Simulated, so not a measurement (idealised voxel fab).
process module | voxel wiring stack
cross-section cut | 265 nm wide | cells 5 nm
A cross-section is a grid of square cells, given in bands from the top down. A band is one or more rows of cells.
Each band's line starts with the height of the band's top and of its bottom, in nm. Then come its materials from left to right, each with its width in nm. One material with "throughout" fills the band from edge to edge. "air" is empty space.
Height 0 is the level under which the wafer as received is all one material. The lowest band goes on downwards, as in "0 down".
A width such as "30 to 40" changes by the same amount from each row of cells to the next, from the band's top row to its bottom row.
"no change" after a step means that no cell of the cross-section changed.
closed voids: empty space of 8 cells or more with no open way to the top, each as width x height at its distance from the left edge, in nm
after a step's settings: what the simulator itself notes on the step
overlay nm, on a step with a mask: how far to the right of its planned place the mask lay; to the left if negative
plan
1 op RECEIVE | material Si
2 op CONFORMAL_DEP | material SiO2 | thk nm 15
3 op DIRECTIONAL_DEP | material TiN | thk nm 5
4 op DIRECTIONAL_DEP | material Ru | thk nm 25
5 op MASKED_ETCH | tone cover | mask id METAL_1 | width nm 25 | pitch nm 45 | etch materials Ru | depth nm 25 | overlay nm 0
6 op MASKED_ETCH | tone cover | mask id METAL_1 | width nm 25 | pitch nm 45 | etch materials TiN | depth nm 5 | overlay nm 0
7 op CONFORMAL_DEP | material SiN | thk nm 5
8 op FILL_DEP | material SiO2 | thk nm 5
9 op CMP | height nm 45
10 op CONFORMAL_DEP | material SiCN | thk nm 5
11 op DIRECTIONAL_DEP | material lowk | thk nm 30
12 op MASKED_ETCH | tone open | mask id METAL_2 | width nm 25 | pitch nm 45 | etch materials lowk | depth nm 15 | overlay nm 0
13 op DIRECTIONAL_DEP | material aC | thk nm 10
14 op PATTERN | tone open | mask id METAL_2_HOLES | material resist | width nm 15 | pitch nm 45 | thk nm 30 | overlay nm 0
15 op DIRECTIONAL_ETCH | etch materials aC | depth nm 10
16 op STRIP | etch materials resist
17 op DIRECTIONAL_ETCH | etch materials lowk | depth nm 15
18 op DIRECTIONAL_ETCH | etch materials SiCN | depth nm 5
19 op STRIP | etch materials aC
20 op CONFORMAL_DEP | material TiN | thk nm 5
21 op FILL_DEP | material Cu | thk nm 5
22 op CMP | height nm 80
23 op CONFORMAL_DEP | material SiCN | thk nm 5
24 op DIRECTIONAL_DEP | material SiO2 | thk nm 25
25 op MASKED_ETCH | tone open | mask id METAL_3_HOLES | width nm 15 | pitch nm 45 | etch materials SiO2 | depth nm 25 | overlay nm 0
26 op DIRECTIONAL_DEP | material aC | thk nm 15
27 op PATTERN | tone open | mask id METAL_3 | material resist | width nm 15 | pitch nm 45 | thk nm 35 | overlay nm 0
28 op DIRECTIONAL_ETCH | etch materials aC | depth nm 15
29 op STRIP | etch materials resist
30 op DIRECTIONAL_ETCH | etch materials SiO2 | depth nm 15
31 op DIRECTIONAL_ETCH | etch materials SiCN | depth nm 5
32 op STRIP | etch materials aC
33 op CONFORMAL_DEP | material TiN | thk nm 5
34 op FILL_DEP | material Cu | thk nm 5
35 op CMP | height nm 110
36 op CONFORMAL_DEP | material SiCN | thk nm 5
37 op DIRECTIONAL_DEP | material lowk | thk nm 30
38 op MASKED_ETCH | tone open | mask id METAL_4 | width nm 25 | pitch nm 45 | etch materials lowk | depth nm 20 | overlay nm 0
39 op PATTERN | tone open | mask id METAL_4_HOLES | material resist | width nm 15 | pitch nm 45 | thk nm 15 | overlay nm 0
40 op DIRECTIONAL_ETCH | etch materials lowk | depth nm 10
41 op DIRECTIONAL_ETCH | etch materials SiCN | depth nm 5
42 op STRIP | etch materials resist
43 op CONFORMAL_DEP | material TiN | thk nm 5
44 op FILL_DEP | material Cu | thk nm 10
45 op CMP | height nm 145
46 op CONFORMAL_DEP | material SiN | thk nm 5
varied across the wafers: width nm of step 27. The plan shows the first wafer's value. All wafers start alike
first wafer as received, after step 1
  0 down: Si throughout
  closed voids: none
each wafer at the end: cells of each material gained (+) or lost (-) since it was received, then its closed voids
width nm 15 | +84 Cu | +75 Ru | +135 SiCN | +121 SiN | +530 SiO2 | +159 TiN | +486 lowk | closed voids: none
width nm 20 | +90 Cu | +75 Ru | +135 SiCN | +121 SiN | +521 SiO2 | +162 TiN | +486 lowk | closed voids: none
width nm 25 | +93 Cu | +75 Ru | +132 SiCN | +121 SiN | +521 SiO2 | +162 TiN | +486 lowk | closed voids: none
width nm 30 | +99 Cu | +75 Ru | +132 SiCN | +121 SiN | +512 SiO2 | +165 TiN | +486 lowk | closed voids: none
